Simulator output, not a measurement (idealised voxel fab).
This is a process module. Its name is voxel ribs on slabs.
It is cross-section cut that appears here, measuring 185 nm in width, its square cells being 5 nm in size.
Just so we're on the same page, the cross-sections are grids of square cells, and they're listed out in bands top to bottom, each band one or more rows deep.
This entry defines a band. It first specifies the height of the band's top and the height of its bottom in nm, and then specifies the band's materials from left to right, stating each material with its width in nm. The word "full width" identifies a single material that fills the band from edge to edge, while the word "air" identifies empty space.
Heights from 0 (as-received wafer is one material below). Bottom band endless downward, as "0 and below".
Top row gets the first number, bottom row gets the second, and each row in between changes by the same step: that is how a band width like "30->40" works.
For the purposes of this document, the phrase "nothing altered" attached to a step denotes that no cell within the cross-section was modified by that step.
Entry "Closed-off voids" = empty spaces >= 8 cells with no open way to the top; each as width x height at distance, distance from left edge, all nm.
It should be noted that, on the line of a given step, the content following the step's settings is a remark produced by the simulator itself with respect to that step.
A step's line can hold "overlay nm"; with a mask on that step, the setting says how far right of the planned place the mask lay, while a negative setting says it lay to the left.

The planned process steps are enumerated hereunder:
1) RECEIVE,material Si
2) DIRECTIONAL_DEP,material SiO2,thk nm 20
3) DIRECTIONAL_DEP,material SiN,thk nm 15
4) PATTERN,tone cover,mask id RIB,material resist,width nm 15,thk nm 20,overlay nm 0
5) DIRECTIONAL_ETCH,etch materials SiN,depth nm 5
6) STRIP,etch materials resist
7) DIRECTIONAL_DEP,material aC,thk nm 10
8) PATTERN,tone cover,mask id SLAB,material resist,width nm 65,thk nm 30,overlay nm 0
9) DIRECTIONAL_ETCH,etch materials aC,depth nm 10
10) STRIP,etch materials resist
11) DIRECTIONAL_ETCH,etch materials SiN,depth nm 10
12) STRIP,etch materials aC
13) FILL_DEP,material SiO2,thk nm 20
14) CMP,height nm 50
15) DIRECTIONAL_DEP,material TiN,thk nm 5
16) DIRECTIONAL_DEP,material aC,thk nm 15
17) PATTERN,tone cover,mask id HEATER,material resist,width nm 25,thk nm 30,overlay nm 0
18) DIRECTIONAL_ETCH,etch materials aC,depth nm 15
19) STRIP,etch materials resist
20) DIRECTIONAL_ETCH,etch materials TiN,depth nm 5
21) STRIP,etch materials aC
22) CONFORMAL_DEP,material SiO2,thk nm 5
Where the wafers of this document differ is in the thk nm of step 22; they start out the same, and the plan states the value that applied to the first wafer.

Cross-section, first of several wafers, as delivered after step 1:
  0 and below = Si full width
  Closed-off voids: none

Per wafer (row), end of module: delta in cells per material since receipt, (+) for gained, (-) for lost; closed voids after that:
thk nm 5, +29 SiN, +380 SiO2, +5 TiN, Closed-off voids: none
thk nm 10, +29 SiN, +419 SiO2, +5 TiN, Closed-off voids: none
thk nm 15, +29 SiN, +458 SiO2, +5 TiN, Closed-off voids: none
thk nm 20, +29 SiN, +497 SiO2, +5 TiN, Closed-off voids: none
